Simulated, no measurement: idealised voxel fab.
This section sets out a process module, namely voxel capacitor over wiring.
The width of the displayed cross-section, cut, is 290 nm; its cells are square, with a size of 5 nm.
Cross-section layout: square cells on a grid; listed as bands, top to bottom; a band spans one or more cell rows. Read a band's entry like this: the first values are the height of its top and the height of its bottom in nm, and what follows is the sequence of materials from left to right, each with its width in nm. Note that "empty" is empty space, and that a single material marked "full width" reaches across the band from edge to edge. Note: height 0 marks the level under which the wafer is uniformly one material as received. Lowest band unbounded below, written "0 nm and below". When a width is written as two numbers, as in "30 to 40", the first number is the width in the top row of cells of the band and the second is the width in its bottom row, and the width changes by the same amount from each row to the next. What does "all unchanged" mean for a step? It means no cell of the cross-section changed in that step. You'll see "Entrapped void list" listing empty spaces that have no way open to the top, as long as they're 8 cells or more; the notation is width x height at distance, where the distance is from the left edge, and all of it is in nm. Whatever follows a step's settings on its line is a remark the simulator itself makes about that step. Each step line may optionally specify "overlay nm", which for a step with a mask gives the rightward distance between the mask's planned place and where it lay, a negative value indicating the leftward direction. Note on reading: below, each pair holds a cross-section from before one process step and one from after it; the one from after shows only down to the lowest band that changed. Beneath the pair, the step in between is stated along with its settings. The pairs can stem from different runs of this module on the same starting wafer. Where a pair's entry headed "Incoming profile" says so, and only there, that pair continues from the pair above it.

INCOMING PROFILE
0 nm and below: Si full width
Entrapped void list: none

CROSS-SECTION AFTER STEP
15 nm to 0 nm: SiO2 full width
Everything under 0 stays put, no change at all.
Entrapped void list: none
The step that takes the structure from the upper cross-section to the lower one is CONFORMAL_DEP: material SiO2, thk nm 15

Incoming profile: the cross-section after the pair above

CROSS-SECTION AFTER STEP
20 nm to 15 nm: SiN full width
Everything under 15 stays put, no change at all.
Entrapped void list: none
The step that takes the structure from the upper cross-section to the lower one is CONFORMAL_DEP: material SiN, thk nm 5

Incoming profile: the cross-section after the pair above

CROSS-SECTION AFTER STEP
45 nm to 20 nm: SiO2 full width
Everything under 20 stays put, no change at all.
Entrapped void list: none
The step that takes the structure from the upper cross-section to the lower one is DIRECTIONAL_DEP: material SiO2, thk nm 25

Incoming profile: the cross-section after the pair above

CROSS-SECTION AFTER STEP
65 nm to 45 nm: resist: 80, then empty: 30, then resist: 70, then empty: 30, then resist: 80
Everything under 45 stays put, no change at all.
Entrapped void list: none
The step that takes the structure from the upper cross-section to the lower one is PATTERN: tone open, mask id METAL_1, material resist, width nm 30, pitch nm 100, thk nm 20, overlay nm 0

Incoming profile: the cross-section after the pair above

CROSS-SECTION AFTER STEP
65 nm to 45 nm: resist: 80, then empty: 30, then resist: 70, then empty: 30, then resist: 80
45 nm to 20 nm: SiO2: 80, then empty: 30, then SiO2: 70, then empty: 30, then SiO2: 80
Everything under 20 stays put, no change at all.
Entrapped void list: none
The step that takes the structure from the upper cross-section to the lower one is DIRECTIONAL_ETCH: etch materials SiO2, depth nm 25

Incoming profile: the cross-section after the pair above

CROSS-SECTION AFTER STEP
65 nm to 45 nm: resist: 80, then empty: 30, then resist: 70, then empty: 30, then resist: 80
45 nm to 20 nm: SiO2: 80, then empty: 30, then SiO2: 70, then empty: 30, then SiO2: 80
20 nm to 15 nm: SiN: 80, then empty: 30, then SiN: 70, then empty: 30, then SiN: 80
Everything under 15 stays put, no change at all.
Entrapped void list: none
The step that takes the structure from the upper cross-section to the lower one is DIRECTIONAL_ETCH: etch materials SiN, depth nm 5

Incoming profile: the cross-section after the pair above

CROSS-SECTION AFTER STEP
45 nm to 20 nm: SiO2: 80, then empty: 30, then SiO2: 70, then empty: 30, then SiO2: 80
Everything under 20 stays put, no change at all.
Entrapped void list: none
The step that takes the structure from the upper cross-section to the lower one is STRIP: etch materials resist

Incoming profile: the cross-section after the pair above

CROSS-SECTION AFTER STEP
50 nm to 45 nm: TiN: 85, then empty: 20, then TiN: 80, then empty: 20, then TiN: 85
45 nm to 20 nm: SiO2: 80, then TiN: 5, then empty: 20, then TiN: 5, then SiO2: 70, then TiN: 5, then empty: 20, then TiN: 5, then SiO2: 80
20 nm to 15 nm: SiN: 80, then TiN: 30, then SiN: 70, then TiN: 30, then SiN: 80
Everything under 15 stays put, no change at all.
Entrapped void list: none
The step that takes the structure from the upper cross-section to the lower one is CONFORMAL_DEP: material TiN, thk nm 5

Incoming profile: the cross-section after the pair above

CROSS-SECTION AFTER STEP
60 nm to 50 nm: Cu full width
50 nm to 45 nm: TiN: 85, then Cu: 20, then TiN: 80, then Cu: 20, then TiN: 85
45 nm to 20 nm: SiO2: 80, then TiN: 5, then Cu: 20, then TiN: 5, then SiO2: 70, then TiN: 5, then Cu: 20, then TiN: 5, then SiO2: 80
Everything under 20 stays put, no change at all.
Entrapped void list: none
The step that takes the structure from the upper cross-section to the lower one is FILL_DEP: material Cu, thk nm 10

Incoming profile: the cross-section after the pair above

CROSS-SECTION AFTER STEP
45 nm to 20 nm: SiO2: 80, then TiN: 5, then Cu: 20, then TiN: 5, then SiO2: 70, then TiN: 5, then Cu: 20, then TiN: 5, then SiO2: 80
Everything under 20 stays put, no change at all.
Entrapped void list: none
The step that takes the structure from the upper cross-section to the lower one is CMP: height nm 45

Incoming profile: the cross-section after the pair above

CROSS-SECTION AFTER STEP
50 nm to 45 nm: SiCN full width
Everything under 45 stays put, no change at all.
Entrapped void list: none
The step that takes the structure from the upper cross-section to the lower one is CONFORMAL_DEP: material SiCN, thk nm 5

Incoming profile: the cross-section after the pair above

CROSS-SECTION AFTER STEP
65 nm to 50 nm: SiO2 full width
Everything under 50 stays put, no change at all.
Entrapped void list: none
The step that takes the structure from the upper cross-section to the lower one is DIRECTIONAL_DEP: material SiO2, thk nm 15

Incoming profile: the cross-section after the pair above

CROSS-SECTION AFTER STEP
65 nm to 50 nm: SiO2: 95, then empty: 15, then SiO2: 180
Everything under 50 stays put, no change at all.
Entrapped void list: none
The step that takes the structure from the upper cross-section to the lower one is MASKED_ETCH: tone open, mask id PLUG_1, width nm 15, etch materials SiO2, depth nm 15, overlay nm 0

Incoming profile: the cross-section after the pair above

CROSS-SECTION AFTER STEP
65 nm to 50 nm: SiO2: 95, then empty: 15, then SiO2: 180
50 nm to 45 nm: SiCN: 95, then empty: 15, then SiCN: 180
Everything under 45 stays put, no change at all.
Entrapped void list: none
The step that takes the structure from the upper cross-section to the lower one is MASKED_ETCH: tone open, mask id PLUG_1, width nm 15, etch materials SiCN, depth nm 5, overlay nm 0

Incoming profile: the cross-section after the pair above

CROSS-SECTION AFTER STEP
70 nm to 65 nm: TiN: 100, then empty: 5, then TiN: 185
65 nm to 50 nm: SiO2: 95, then TiN: 5, then empty: 5, then TiN: 5, then SiO2: 180
50 nm to 45 nm: SiCN: 95, then TiN: 15, then SiCN: 180
Everything under 45 stays put, no change at all.
Entrapped void list: none
The step that takes the structure from the upper cross-section to the lower one is CONFORMAL_DEP: material TiN, thk nm 5

Incoming profile: the cross-section after the pair above

CROSS-SECTION AFTER STEP
80 nm to 70 nm: Cu full width
70 nm to 65 nm: TiN: 100, then Cu: 5, then TiN: 185
65 nm to 50 nm: SiO2: 95, then TiN: 5, then Cu: 5, then TiN: 5, then SiO2: 180
Everything under 50 stays put, no change at all.
Entrapped void list: none
The step that takes the structure from the upper cross-section to the lower one is FILL_DEP: material Cu, thk nm 10

Incoming profile: the cross-section after the pair above

CROSS-SECTION AFTER STEP
65 nm to 50 nm: SiO2: 95, then TiN: 5, then Cu: 5, then TiN: 5, then SiO2: 180
Everything under 50 stays put, no change at all.
Entrapped void list: none
The step that takes the structure from the upper cross-section to the lower one is CMP: height nm 65

Incoming profile: the cross-section after the pair above

CROSS-SECTION AFTER STEP
75 nm to 65 nm: TiN full width
Everything under 65 stays put, no change at all.
Entrapped void list: none
The step that takes the structure from the upper cross-section to the lower one is DIRECTIONAL_DEP: material TiN, thk nm 10

Incoming profile: the cross-section after the pair above

CROSS-SECTION AFTER STEP
80 nm to 75 nm: Al2O3 full width
Everything under 75 stays put, no change at all.
Entrapped void list: none
The step that takes the structure from the upper cross-section to the lower one is DIRECTIONAL_DEP: material Al2O3, thk nm 5

Incoming profile: the cross-section after the pair above

CROSS-SECTION AFTER STEP
90 nm to 80 nm: TiN full width
Everything under 80 stays put, no change at all.
Entrapped void list: none
The step that takes the structure from the upper cross-section to the lower one is DIRECTIONAL_DEP: material TiN, thk nm 10

Incoming profile: the cross-section after the pair above

CROSS-SECTION AFTER STEP
90 nm to 80 nm: empty: 95, then TiN: 75, then empty: 120
Everything under 80 stays put, no change at all.
Entrapped void list: none
The step that takes the structure from the upper cross-section to the lower one is MASKED_ETCH: tone cover, mask id UPPER_PLATE, width nm 75, etch materials TiN, depth nm 10, overlay nm 0

Incoming profile: the cross-section after the pair above

CROSS-SECTION AFTER STEP
90 nm to 80 nm: empty: 95, then TiN: 75, then empty: 120
80 nm to 75 nm: empty: 95, then Al2O3: 75, then empty: 120
Everything under 75 stays put, no change at all.
Entrapped void list: none
The step that takes the structure from the upper cross-section to the lower one is MASKED_ETCH: tone cover, mask id UPPER_PLATE, width nm 75, etch materials Al2O3, depth nm 5, overlay nm 0

Incoming profile: the cross-section after the pair above

CROSS-SECTION AFTER STEP
90 nm to 80 nm: empty: 95, then TiN: 75, then empty: 120
80 nm to 75 nm: empty: 95, then Al2O3: 75, then empty: 120
75 nm to 65 nm: empty: 90, then TiN: 85, then empty: 115
Everything under 65 stays put, no change at all.
Entrapped void list: none
The step that takes the structure from the upper cross-section to the lower one is MASKED_ETCH: tone cover, mask id LOWER_PLATE, width nm 85, etch materials TiN, depth nm 10, overlay nm 0

Incoming profile: the cross-section after the pair above

CROSS-SECTION AFTER STEP
110 nm to 90 nm: SiO2 full width
90 nm to 80 nm: SiO2: 95, then TiN: 75, then SiO2: 120
80 nm to 75 nm: SiO2: 95, then Al2O3: 75, then SiO2: 120
75 nm to 65 nm: SiO2: 90, then TiN: 85, then SiO2: 115
Everything under 65 stays put, no change at all.
Entrapped void list: none
The step that takes the structure from the upper cross-section to the lower one is FILL_DEP: material SiO2, thk nm 20

Incoming profile: the cross-section after the pair above

CROSS-SECTION AFTER STEP
105 nm to 90 nm: SiO2 full width
Everything under 90 stays put, no change at all.
Entrapped void list: none
The step that takes the structure from the upper cross-section to the lower one is CMP: height nm 105

Incoming profile: the cross-section after the pair above

CROSS-SECTION AFTER STEP
125 nm to 105 nm: resist: 105, then empty: 15, then resist: 170
Everything under 105 stays put, no change at all.
Entrapped void list: none
The step that takes the structure from the upper cross-section to the lower one is PATTERN: tone open, mask id PLUG_2, material resist, width nm 15, thk nm 20, overlay nm 0

Incoming profile: the cross-section after the pair above

CROSS-SECTION AFTER STEP
125 nm to 105 nm: resist: 105, then empty: 15, then resist: 170
105 nm to 90 nm: SiO2: 105, then empty: 15, then SiO2: 170
Everything under 90 stays put, no change at all.
Entrapped void list: none
The step that takes the structure from the upper cross-section to the lower one is DIRECTIONAL_ETCH: etch materials SiO2, depth nm 15

Incoming profile: the cross-section after the pair above

CROSS-SECTION AFTER STEP
105 nm to 90 nm: SiO2: 105, then empty: 15, then SiO2: 170
Everything under 90 stays put, no change at all.
Entrapped void list: none
The step that takes the structure from the upper cross-section to the lower one is STRIP: etch materials resist

Incoming profile: the cross-section after the pair above

CROSS-SECTION AFTER STEP
110 nm to 105 nm: TiN: 110, then empty: 5, then TiN: 175
105 nm to 95 nm: SiO2: 105, then TiN: 5, then empty: 5, then TiN: 5, then SiO2: 170
95 nm to 90 nm: SiO2: 105, then TiN: 15, then SiO2: 170
Everything under 90 stays put, no change at all.
Entrapped void list: none
The step that takes the structure from the upper cross-section to the lower one is CONFORMAL_DEP: material TiN, thk nm 5

Incoming profile: the cross-section after the pair above

CROSS-SECTION AFTER STEP
115 nm to 110 nm: W full width
110 nm to 105 nm: TiN: 110, then W: 5, then TiN: 175
105 nm to 95 nm: SiO2: 105, then TiN: 5, then W: 5, then TiN: 5, then SiO2: 170
Everything under 95 stays put, no change at all.
Entrapped void list: none
The step that takes the structure from the upper cross-section to the lower one is FILL_DEP: material W, thk nm 5

Incoming profile: the cross-section after the pair above

CROSS-SECTION AFTER STEP
105 nm to 95 nm: SiO2: 105, then TiN: 5, then W: 5, then TiN: 5, then SiO2: 170
Everything under 95 stays put, no change at all.
Entrapped void list: none
The step that takes the structure from the upper cross-section to the lower one is CMP: height nm 105

Incoming profile: the cross-section after the pair above

CROSS-SECTION AFTER STEP
110 nm to 105 nm: SiCN full width
Everything under 105 stays put, no change at all.
Entrapped void list: none
The step that takes the structure from the upper cross-section to the lower one is CONFORMAL_DEP: material SiCN, thk nm 5

INCOMING PROFILE
15 nm to 0 nm: SiO2 full width
0 nm and below: Si full width
Entrapped void list: none

CROSS-SECTION AFTER STEP
40 nm to 0 nm: SiO2 full width
Everything under 0 stays put, no change at all.
Entrapped void list: none
The step that takes the structure from the upper cross-section to the lower one is DIRECTIONAL_DEP: material SiO2, thk nm 25

Incoming profile: the cross-section after the pair above

CROSS-SECTION AFTER STEP
60 nm to 40 nm: resist: 80, then empty: 30, then resist: 70, then empty: 30, then resist: 80
Everything under 40 stays put, no change at all.
Entrapped void list: none
The step that takes the structure from the upper cross-section to the lower one is PATTERN: tone open, mask id METAL_1, material resist, width nm 30, pitch nm 100, thk nm 20, overlay nm 0

Incoming profile: the cross-section after the pair above

CROSS-SECTION AFTER STEP
60 nm to 40 nm: resist: 80, then empty: 30, then resist: 70, then empty: 30, then resist: 80
40 nm to 15 nm: SiO2: 80, then empty: 30, then SiO2: 70, then empty: 30, then SiO2: 80
Everything under 15 stays put, no change at all.
Entrapped void list: none
The step that takes the structure from the upper cross-section to the lower one is DIRECTIONAL_ETCH: etch materials SiO2, depth nm 25

Incoming profile: the cross-section after the pair above

CROSS-SECTION AFTER STEP
40 nm to 15 nm: SiO2: 80, then empty: 30, then SiO2: 70, then empty: 30, then SiO2: 80
Everything under 15 stays put, no change at all.
Entrapped void list: none
The step that takes the structure from the upper cross-section to the lower one is STRIP: etch materials resist

Incoming profile: the cross-section after the pair above

CROSS-SECTION AFTER STEP
45 nm to 40 nm: TiN: 85, then empty: 20, then TiN: 80, then empty: 20, then TiN: 85
40 nm to 20 nm: SiO2: 80, then TiN: 5, then empty: 20, then TiN: 5, then SiO2: 70, then TiN: 5, then empty: 20, then TiN: 5, then SiO2: 80
20 nm to 15 nm: SiO2: 80, then TiN: 30, then SiO2: 70, then TiN: 30, then SiO2: 80
Everything under 15 stays put, no change at all.
Entrapped void list: none
The step that takes the structure from the upper cross-section to the lower one is CONFORMAL_DEP: material TiN, thk nm 5

Incoming profile: the cross-section after the pair above

CROSS-SECTION AFTER STEP
55 nm to 45 nm: Cu full width
45 nm to 40 nm: TiN: 85, then Cu: 20, then TiN: 80, then Cu: 20, then TiN: 85
40 nm to 20 nm: SiO2: 80, then TiN: 5, then Cu: 20, then TiN: 5, then SiO2: 70, then TiN: 5, then Cu: 20, then TiN: 5, then SiO2: 80
Everything under 20 stays put, no change at all.
Entrapped void list: none
The step that takes the structure from the upper cross-section to the lower one is FILL_DEP: material Cu, thk nm 10

Incoming profile: the cross-section after the pair above

CROSS-SECTION AFTER STEP
45 nm to 40 nm: TiN: 85, then Cu: 20, then TiN: 80, then Cu: 20, then TiN: 85
Everything under 40 stays put, no change at all.
Entrapped void list: none
The step that takes the structure from the upper cross-section to the lower one is CMP: height nm 45

Incoming profile: the cross-section after the pair above

CROSS-SECTION AFTER STEP
50 nm to 45 nm: SiCN full width
Everything under 45 stays put, no change at all.
Entrapped void list: none
The step that takes the structure from the upper cross-section to the lower one is CONFORMAL_DEP: material SiCN, thk nm 5

Incoming profile: the cross-section after the pair above

CROSS-SECTION AFTER STEP
65 nm to 50 nm: SiO2 full width
Everything under 50 stays put, no change at all.
Entrapped void list: none
The step that takes the structure from the upper cross-section to the lower one is DIRECTIONAL_DEP: material SiO2, thk nm 15

Incoming profile: the cross-section after the pair above

CROSS-SECTION AFTER STEP
65 nm to 50 nm: SiO2: 95, then empty: 15, then SiO2: 180
Everything under 50 stays put, no change at all.
Entrapped void list: none
The step that takes the structure from the upper cross-section to the lower one is MASKED_ETCH: tone open, mask id PLUG_1, width nm 15, etch materials SiO2, depth nm 15, overlay nm 0

Incoming profile: the cross-section after the pair above

CROSS-SECTION AFTER STEP
65 nm to 50 nm: SiO2: 95, then empty: 15, then SiO2: 180
50 nm to 45 nm: SiCN: 95, then empty: 15, then SiCN: 180
Everything under 45 stays put, no change at all.
Entrapped void list: none
The step that takes the structure from the upper cross-section to the lower one is MASKED_ETCH: tone open, mask id PLUG_1, width nm 15, etch materials SiCN, depth nm 5, overlay nm 0

Incoming profile: the cross-section after the pair above

CROSS-SECTION AFTER STEP
70 nm to 65 nm: TiN: 100, then empty: 5, then TiN: 185
65 nm to 50 nm: SiO2: 95, then TiN: 5, then empty: 5, then TiN: 5, then SiO2: 180
50 nm to 45 nm: SiCN: 95, then TiN: 15, then SiCN: 180
Everything under 45 stays put, no change at all.
Entrapped void list: none
The step that takes the structure from the upper cross-section to the lower one is CONFORMAL_DEP: material TiN, thk nm 5

Incoming profile: the cross-section after the pair above

CROSS-SECTION AFTER STEP
80 nm to 70 nm: Cu full width
70 nm to 65 nm: TiN: 100, then Cu: 5, then TiN: 185
65 nm to 50 nm: SiO2: 95, then TiN: 5, then Cu: 5, then TiN: 5, then SiO2: 180
Everything under 50 stays put, no change at all.
Entrapped void list: none
The step that takes the structure from the upper cross-section to the lower one is FILL_DEP: material Cu, thk nm 10

Incoming profile: the cross-section after the pair above

CROSS-SECTION AFTER STEP
65 nm to 50 nm: SiO2: 95, then TiN: 5, then Cu: 5, then TiN: 5, then SiO2: 180
Everything under 50 stays put, no change at all.
Entrapped void list: none
The step that takes the structure from the upper cross-section to the lower one is CMP: height nm 65

Incoming profile: the cross-section after the pair above

CROSS-SECTION AFTER STEP
75 nm to 65 nm: TiN full width
Everything under 65 stays put, no change at all.
Entrapped void list: none
The step that takes the structure from the upper cross-section to the lower one is DIRECTIONAL_DEP: material TiN, thk nm 10

Incoming profile: the cross-section after the pair above

CROSS-SECTION AFTER STEP
80 nm to 75 nm: Al2O3 full width
Everything under 75 stays put, no change at all.
Entrapped void list: none
The step that takes the structure from the upper cross-section to the lower one is DIRECTIONAL_DEP: material Al2O3, thk nm 5

Incoming profile: the cross-section after the pair above

CROSS-SECTION AFTER STEP
90 nm to 80 nm: TiN full width
Everything under 80 stays put, no change at all.
Entrapped void list: none
The step that takes the structure from the upper cross-section to the lower one is DIRECTIONAL_DEP: material TiN, thk nm 10

Incoming profile: the cross-section after the pair above

CROSS-SECTION AFTER STEP
90 nm to 80 nm: empty: 95, then TiN: 75, then empty: 120
Everything under 80 stays put, no change at all.
Entrapped void list: none
The step that takes the structure from the upper cross-section to the lower one is MASKED_ETCH: tone cover, mask id UPPER_PLATE, width nm 75, etch materials TiN, depth nm 10, overlay nm 0

Incoming profile: the cross-section after the pair above

CROSS-SECTION AFTER STEP
90 nm to 80 nm: empty: 95, then TiN: 75, then empty: 120
80 nm to 75 nm: empty: 95, then Al2O3: 75, then empty: 120
Everything under 75 stays put, no change at all.
Entrapped void list: none
The step that takes the structure from the upper cross-section to the lower one is MASKED_ETCH: tone cover, mask id UPPER_PLATE, width nm 75, etch materials Al2O3, depth nm 5, overlay nm 0

Incoming profile: the cross-section after the pair above

CROSS-SECTION AFTER STEP
90 nm to 80 nm: empty: 95, then TiN: 75, then empty: 120
80 nm to 75 nm: empty: 95, then Al2O3: 75, then empty: 120
75 nm to 65 nm: empty: 90, then TiN: 85, then empty: 115
Everything under 65 stays put, no change at all.
Entrapped void list: none
The step that takes the structure from the upper cross-section to the lower one is MASKED_ETCH: tone cover, mask id LOWER_PLATE, width nm 85, etch materials TiN, depth nm 10, overlay nm 0

Incoming profile: the cross-section after the pair above

CROSS-SECTION AFTER STEP
110 nm to 90 nm: SiO2 full width
90 nm to 80 nm: SiO2: 95, then TiN: 75, then SiO2: 120
80 nm to 75 nm: SiO2: 95, then Al2O3: 75, then SiO2: 120
75 nm to 65 nm: SiO2: 90, then TiN: 85, then SiO2: 115
Everything under 65 stays put, no change at all.
Entrapped void list: none
The step that takes the structure from the upper cross-section to the lower one is FILL_DEP: material SiO2, thk nm 20

Incoming profile: the cross-section after the pair above

CROSS-SECTION AFTER STEP
105 nm to 90 nm: SiO2 full width
Everything under 90 stays put, no change at all.
Entrapped void list: none
The step that takes the structure from the upper cross-section to the lower one is CMP: height nm 105

Incoming profile: the cross-section after the pair above

CROSS-SECTION AFTER STEP
125 nm to 105 nm: resist: 105, then empty: 15, then resist: 170
Everything under 105 stays put, no change at all.
Entrapped void list: none
The step that takes the structure from the upper cross-section to the lower one is PATTERN: tone open, mask id PLUG_2, material resist, width nm 15, thk nm 20, overlay nm 0

Incoming profile: the cross-section after the pair above

CROSS-SECTION AFTER STEP
125 nm to 105 nm: resist: 105, then empty: 15, then resist: 170
105 nm to 90 nm: SiO2: 105, then empty: 15, then SiO2: 170
Everything under 90 stays put, no change at all.
Entrapped void list: none
The step that takes the structure from the upper cross-section to the lower one is DIRECTIONAL_ETCH: etch materials SiO2, depth nm 15

Incoming profile: the cross-section after the pair above

CROSS-SECTION AFTER STEP
105 nm to 90 nm: SiO2: 105, then empty: 15, then SiO2: 170
Everything under 90 stays put, no change at all.
Entrapped void list: none
The step that takes the structure from the upper cross-section to the lower one is STRIP: etch materials resist

Incoming profile: the cross-section after the pair above

CROSS-SECTION AFTER STEP
110 nm to 105 nm: TiN: 110, then empty: 5, then TiN: 175
105 nm to 95 nm: SiO2: 105, then TiN: 5, then empty: 5, then TiN: 5, then SiO2: 170
95 nm to 90 nm: SiO2: 105, then TiN: 15, then SiO2: 170
Everything under 90 stays put, no change at all.
Entrapped void list: none
The step that takes the structure from the upper cross-section to the lower one is CONFORMAL_DEP: material TiN, thk nm 5

Incoming profile: the cross-section after the pair above

CROSS-SECTION AFTER STEP
115 nm to 110 nm: W full width
110 nm to 105 nm: TiN: 110, then W: 5, then TiN: 175
105 nm to 95 nm: SiO2: 105, then TiN: 5, then W: 5, then TiN: 5, then SiO2: 170
Everything under 95 stays put, no change at all.
Entrapped void list: none
The step that takes the structure from the upper cross-section to the lower one is FILL_DEP: material W, thk nm 5

Incoming profile: the cross-section after the pair above

CROSS-SECTION AFTER STEP
105 nm to 95 nm: SiO2: 105, then TiN: 5, then W: 5, then TiN: 5, then SiO2: 170
Everything under 95 stays put, no change at all.
Entrapped void list: none
The step that takes the structure from the upper cross-section to the lower one is CMP: height nm 105

Incoming profile: the cross-section after the pair above

CROSS-SECTION AFTER STEP
110 nm to 105 nm: SiCN full width
Everything under 105 stays put, no change at all.
Entrapped void list: none
The step that takes the structure from the upper cross-section to the lower one is CONFORMAL_DEP: material SiCN, thk nm 5

INCOMING PROFILE
15 nm to 0 nm: SiO2 full width
0 nm and below: Si full width
Entrapped void list: none

CROSS-SECTION AFTER STEP
30 nm to 0 nm: SiO2 full width
Everything under 0 stays put, no change at all.
Entrapped void list: none
The step that takes the structure from the upper cross-section to the lower one is CONFORMAL_DEP: material SiO2, thk nm 15

Incoming profile: the cross-section after the pair above

CROSS-SECTION AFTER STEP
35 nm to 30 nm: SiN full width
Everything under 30 stays put, no change at all.
Entrapped void list: none
The step that takes the structure from the upper cross-section to the lower one is CONFORMAL_DEP: material SiN, thk nm 5

Incoming profile: the cross-section after the pair above

CROSS-SECTION AFTER STEP
60 nm to 35 nm: SiO2 full width
Everything under 35 stays put, no change at all.
Entrapped void list: none
The step that takes the structure from the upper cross-section to the lower one is DIRECTIONAL_DEP: material SiO2, thk nm 25

Incoming profile: the cross-section after the pair above

CROSS-SECTION AFTER STEP
80 nm to 60 nm: resist: 80, then empty: 30, then resist: 70, then empty: 30, then resist: 80
Everything under 60 stays put, no change at all.
Entrapped void list: none
The step that takes the structure from the upper cross-section to the lower one is PATTERN: tone open, mask id METAL_1, material resist, width nm 30, pitch nm 100, thk nm 20, overlay nm 0

Incoming profile: the cross-section after the pair above

CROSS-SECTION AFTER STEP
80 nm to 60 nm: resist: 80, then empty: 30, then resist: 70, then empty: 30, then resist: 80
60 nm to 35 nm: SiO2: 80, then empty: 30, then SiO2: 70, then empty: 30, then SiO2: 80
Everything under 35 stays put, no change at all.
Entrapped void list: none
The step that takes the structure from the upper cross-section to the lower one is DIRECTIONAL_ETCH: etch materials SiO2, depth nm 25

Incoming profile: the cross-section after the pair above

CROSS-SECTION AFTER STEP
80 nm to 60 nm: resist: 80, then empty: 30, then resist: 70, then empty: 30, then resist: 80
60 nm to 35 nm: SiO2: 80, then empty: 30, then SiO2: 70, then empty: 30, then SiO2: 80
35 nm to 30 nm: SiN: 80, then empty: 30, then SiN: 70, then empty: 30, then SiN: 80
Everything under 30 stays put, no change at all.
Entrapped void list: none
The step that takes the structure from the upper cross-section to the lower one is DIRECTIONAL_ETCH: etch materials SiN, depth nm 5

Incoming profile: the cross-section after the pair above

CROSS-SECTION AFTER STEP
60 nm to 35 nm: SiO2: 80, then empty: 30, then SiO2: 70, then empty: 30, then SiO2: 80
Everything under 35 stays put, no change at all.
Entrapped void list: none
The step that takes the structure from the upper cross-section to the lower one is STRIP: etch materials resist

Incoming profile: the cross-section after the pair above

CROSS-SECTION AFTER STEP
65 nm to 60 nm: TiN: 85, then empty: 20, then TiN: 80, then empty: 20, then TiN: 85
60 nm to 35 nm: SiO2: 80, then TiN: 5, then empty: 20, then TiN: 5, then SiO2: 70, then TiN: 5, then empty: 20, then TiN: 5, then SiO2: 80
35 nm to 30 nm: SiN: 80, then TiN: 30, then SiN: 70, then TiN: 30, then SiN: 80
Everything under 30 stays put, no change at all.
Entrapped void list: none
The step that takes the structure from the upper cross-section to the lower one is CONFORMAL_DEP: material TiN, thk nm 5

Incoming profile: the cross-section after the pair above

CROSS-SECTION AFTER STEP
75 nm to 65 nm: Cu full width
65 nm to 60 nm: TiN: 85, then Cu: 20, then TiN: 80, then Cu: 20, then TiN: 85
60 nm to 35 nm: SiO2: 80, then TiN: 5, then Cu: 20, then TiN: 5, then SiO2: 70, then TiN: 5, then Cu: 20, then TiN: 5, then SiO2: 80
Everything under 35 stays put, no change at all.
Entrapped void list: none
The step that takes the structure from the upper cross-section to the lower one is FILL_DEP: material Cu, thk nm 10

Incoming profile: the cross-section after the pair above

CROSS-SECTION AFTER STEP
45 nm to 35 nm: SiO2: 80, then TiN: 5, then Cu: 20, then TiN: 5, then SiO2: 70, then TiN: 5, then Cu: 20, then TiN: 5, then SiO2: 80
Everything under 35 stays put, no change at all.
Entrapped void list: none
The step that takes the structure from the upper cross-section to the lower one is CMP: height nm 45

Incoming profile: the cross-section after the pair above

CROSS-SECTION AFTER STEP
50 nm to 45 nm: SiCN full width
Everything under 45 stays put, no change at all.
Entrapped void list: none
The step that takes the structure from the upper cross-section to the lower one is CONFORMAL_DEP: material SiCN, thk nm 5

Incoming profile: the cross-section after the pair above

CROSS-SECTION AFTER STEP
65 nm to 50 nm: SiO2 full width
Everything under 50 stays put, no change at all.
Entrapped void list: none
The step that takes the structure from the upper cross-section to the lower one is DIRECTIONAL_DEP: material SiO2, thk nm 15

Incoming profile: the cross-section after the pair above

CROSS-SECTION AFTER STEP
65 nm to 50 nm: SiO2: 95, then empty: 15, then SiO2: 180
Everything under 50 stays put, no change at all.
Entrapped void list: none
The step that takes the structure from the upper cross-section to the lower one is MASKED_ETCH: tone open, mask id PLUG_1, width nm 15, etch materials SiO2, depth nm 15, overlay nm 0

Incoming profile: the cross-section after the pair above

CROSS-SECTION AFTER STEP
65 nm to 50 nm: SiO2: 95, then empty: 15, then SiO2: 180
50 nm to 45 nm: SiCN: 95, then empty: 15, then SiCN: 180
Everything under 45 stays put, no change at all.
Entrapped void list: none
The step that takes the structure from the upper cross-section to the lower one is MASKED_ETCH: tone open, mask id PLUG_1, width nm 15, etch materials SiCN, depth nm 5, overlay nm 0

Incoming profile: the cross-section after the pair above

CROSS-SECTION AFTER STEP
70 nm to 65 nm: TiN: 100, then empty: 5, then TiN: 185
65 nm to 50 nm: SiO2: 95, then TiN: 5, then empty: 5, then TiN: 5, then SiO2: 180
50 nm to 45 nm: SiCN: 95, then TiN: 15, then SiCN: 180
Everything under 45 stays put, no change at all.
Entrapped void list: none
The step that takes the structure from the upper cross-section to the lower one is CONFORMAL_DEP: material TiN, thk nm 5

Incoming profile: the cross-section after the pair above

CROSS-SECTION AFTER STEP
80 nm to 70 nm: Cu full width
70 nm to 65 nm: TiN: 100, then Cu: 5, then TiN: 185
65 nm to 50 nm: SiO2: 95, then TiN: 5, then Cu: 5, then TiN: 5, then SiO2: 180
Everything under 50 stays put, no change at all.
Entrapped void list: none
The step that takes the structure from the upper cross-section to the lower one is FILL_DEP: material Cu, thk nm 10

Incoming profile: the cross-section after the pair above

CROSS-SECTION AFTER STEP
65 nm to 50 nm: SiO2: 95, then TiN: 5, then Cu: 5, then TiN: 5, then SiO2: 180
Everything under 50 stays put, no change at all.
Entrapped void list: none
The step that takes the structure from the upper cross-section to the lower one is CMP: height nm 65

Incoming profile: the cross-section after the pair above

CROSS-SECTION AFTER STEP
75 nm to 65 nm: TiN full width
Everything under 65 stays put, no change at all.
Entrapped void list: none
The step that takes the structure from the upper cross-section to the lower one is DIRECTIONAL_DEP: material TiN, thk nm 10

Incoming profile: the cross-section after the pair above

CROSS-SECTION AFTER STEP
80 nm to 75 nm: Al2O3 full width
Everything under 75 stays put, no change at all.
Entrapped void list: none
The step that takes the structure from the upper cross-section to the lower one is DIRECTIONAL_DEP: material Al2O3, thk nm 5

Incoming profile: the cross-section after the pair above

CROSS-SECTION AFTER STEP
90 nm to 80 nm: TiN full width
Everything under 80 stays put, no change at all.
Entrapped void list: none
The step that takes the structure from the upper cross-section to the lower one is DIRECTIONAL_DEP: material TiN, thk nm 10

Incoming profile: the cross-section after the pair above

CROSS-SECTION AFTER STEP
90 nm to 80 nm: empty: 95, then TiN: 75, then empty: 120
Everything under 80 stays put, no change at all.
Entrapped void list: none
The step that takes the structure from the upper cross-section to the lower one is MASKED_ETCH: tone cover, mask id UPPER_PLATE, width nm 75, etch materials TiN, depth nm 10, overlay nm 0
